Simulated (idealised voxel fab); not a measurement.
Name of the process module below: voxel lift off
Cross-section cut: width 285 nm, square cells of 5 nm.
We lay out every cross-section as a grid of square cells and spell it out in bands from the top down, where one band means one or more rows of cells. Heads up on the band format: heights come first, top then bottom, in nm. After that it's the materials left to right, each with its width in nm. A single material flagged "full width" fills the whole band edge to edge, and "air" means there's empty space there. Zero point of the height axis is 0; under it, received wafer = one material. Lowest band: continues down indefinitely, "0 and below". Width spec "30->40" -> top row of cells at first value, bottom row at second value, equal per-row change in between. It should be understood that the words "changes: none", when stated for a given step, signify that the cross-section underwent no change in any of its cells during that step. For the entry "Enclosed void list", the listed items are empty spaces with no open way to the top whose size is 8 cells or more; each item follows the pattern width x height at distance, where distance is from the left edge and all three are in nm. Step line, after settings: the simulator's comment on this step. overlay nm, on a step with a mask: how far to the right of its planned place the mask lay; to the left if negative.
[The planned process steps are enumerated hereunder]
step 1: RECEIVE [material Si]
step 2: CONFORMAL_DEP [material Al2O3] [thk nm 5]
step 3: PATTERN [tone open] [mask id LINES] [material resist] [width nm 20] [pitch nm 50] [thk nm 20] [overlay nm 0]
step 4: DIRECTIONAL_DEP [material Ru] [thk nm 10]
step 5: STRIP [etch materials resist]
step 6: CONFORMAL_DEP [material SiN] [thk nm 5]
[The cross-section here shows the wafer as received, i.e. in its state after step 1]
> 0 and below | Si full width
> Enclosed void list: none
[Looking at the first of two wafers in cross-section at end of module - ran to plan]
> 20 down to 15 | air 50 nm / SiN 30 nm / air 20 nm / SiN 30 nm / air 20 nm / SiN 30 nm / air 20 nm / SiN 30 nm / air 55 nm
> 15 down to 10 | air 50 nm / SiN 5 nm / Ru 20 nm / SiN 5 nm / air 20 nm / SiN 5 nm / Ru 20 nm / SiN 5 nm / air 20 nm / SiN 5 nm / Ru 20 nm / SiN 5 nm / air 20 nm / SiN 5 nm / Ru 20 nm / SiN 5 nm / air 55 nm
> 10 down to 5 | SiN 55 nm / Ru 20 nm / SiN 30 nm / Ru 20 nm / SiN 30 nm / Ru 20 nm / SiN 30 nm / Ru 20 nm / SiN 60 nm
> 5 down to 0 | Al2O3 full width
> 0 and below | Si full width
> Enclosed void list: none
[Wafer two, sectioned after the module: the first wafer's start, the first wafer's plan, and one mistake in how it was run]
> 20 down to 15 | air 50 nm / Al2O3 30 nm / air 20 nm / Al2O3 30 nm / air 20 nm / Al2O3 30 nm / air 20 nm / Al2O3 30 nm / air 55 nm
> 15 down to 10 | air 50 nm / Al2O3 5 nm / Ru 20 nm / Al2O3 5 nm / air 20 nm / Al2O3 5 nm / Ru 20 nm / Al2O3 5 nm / air 20 nm / Al2O3 5 nm / Ru 20 nm / Al2O3 5 nm / air 20 nm / Al2O3 5 nm / Ru 20 nm / Al2O3 5 nm / air 55 nm
> 10 down to 5 | Al2O3 55 nm / Ru 20 nm / Al2O3 30 nm / Ru 20 nm / Al2O3 30 nm / Ru 20 nm / Al2O3 30 nm / Ru 20 nm / Al2O3 60 nm
> 5 down to 0 | Al2O3 full width
> 0 and below | Si full width
> Enclosed void list: none
what went wrong: in deviation from the planned setting, step 6 was conducted as CONFORMAL_DEP [material Al2O3] [thk nm 5]
End of process, cell counts, second wafer against first, materials with more or fewer: Al2O3 +73, SiN -73
